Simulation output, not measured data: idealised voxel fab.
voxel released beams: a process module
Each square cell in cross-section cut measures 5 nm, and the section as a whole is 250 nm wide.
Cross-section format: a grid of square cells, given as bands from top to bottom; each band is one or more rows of cells. Per band: top height and bottom height in nm, followed by the left-to-right materials and their widths in nm; "everywhere" marks a single material spanning edge to edge, "empty" marks empty space. Heights are measured from 0, the level below which the as-received wafer is all one material; the lowest band has no bottom and continues downward, written as in "0 -> down". With a width like "30..40", each row of cells in the band differs from the next by the same amount, the top row carrying the first number and the bottom row the second. Take "nothing altered" at face value: in the step it is given for, the cross-section changed in none of its cells. Look at "Enclosed voids" for the closed voids: empty spaces with no open path to the top, sized 8 cells or up. Each is width x height at distance, distance from the left edge, all nm. On a step's line, text after the settings is the simulator commenting on that step. You can add "overlay nm" to a step's line. For a step with a mask, it describes how far the mask lay to the right of its planned position, and a negative number describes a lay to the left.

The planned process steps are enumerated hereunder:
step 1: op RECEIVE | material Si
step 2: op CONFORMAL_DEP | material Al2O3 | thk nm 10
step 3: op DIRECTIONAL_DEP | material SiO2 | thk nm 15
step 4: op DIRECTIONAL_DEP | material aC | thk nm 15
step 5: op PATTERN | tone open | mask id ANCHOR | material resist | width nm 35 | thk nm 35 | overlay nm 0
step 6: op DIRECTIONAL_ETCH | etch materials aC | depth nm 15
step 7: op STRIP | etch materials resist
step 8: op DIRECTIONAL_ETCH | etch materials SiO2 | depth nm 15
step 9: op STRIP | etch materials aC
step 10: op CONFORMAL_DEP | material W | thk nm 10
step 11: op DIRECTIONAL_DEP | material aC | thk nm 10
step 12: op PATTERN | tone cover | mask id BEAM | material resist | width nm 95 | thk nm 25 | overlay nm 0
step 13: op DIRECTIONAL_ETCH | etch materials aC | depth nm 10
step 14: op STRIP | etch materials resist
step 15: op DIRECTIONAL_ETCH | etch materials W | depth nm 10
step 16: op STRIP | etch materials aC
step 17: op STRIP | etch materials SiO2

Here's what the wafer looked like in cross-section when it arrived - that's after step 1:
    0 -> down | Si everywhere
    Enclosed voids: none

Final wafer profile in cross-section after the module, from the same start and plan as above, with one mistake made during processing:
    40 -> 30 | empty: 75; W: 20; empty: 5; W: 70; empty: 80
    30 -> 25 | W: 95; empty: 5; W: 150
    25 -> 10 | SiO2: 80; W: 35; SiO2: 135
    10 -> 0 | Al2O3 everywhere
    0 -> down | Si everywhere
    Enclosed voids: none
Heads up, the wafer didn't run the way we planned it: step 10 did not use the planned setting and instead ran as op CONFORMAL_DEP | material W | thk nm 15
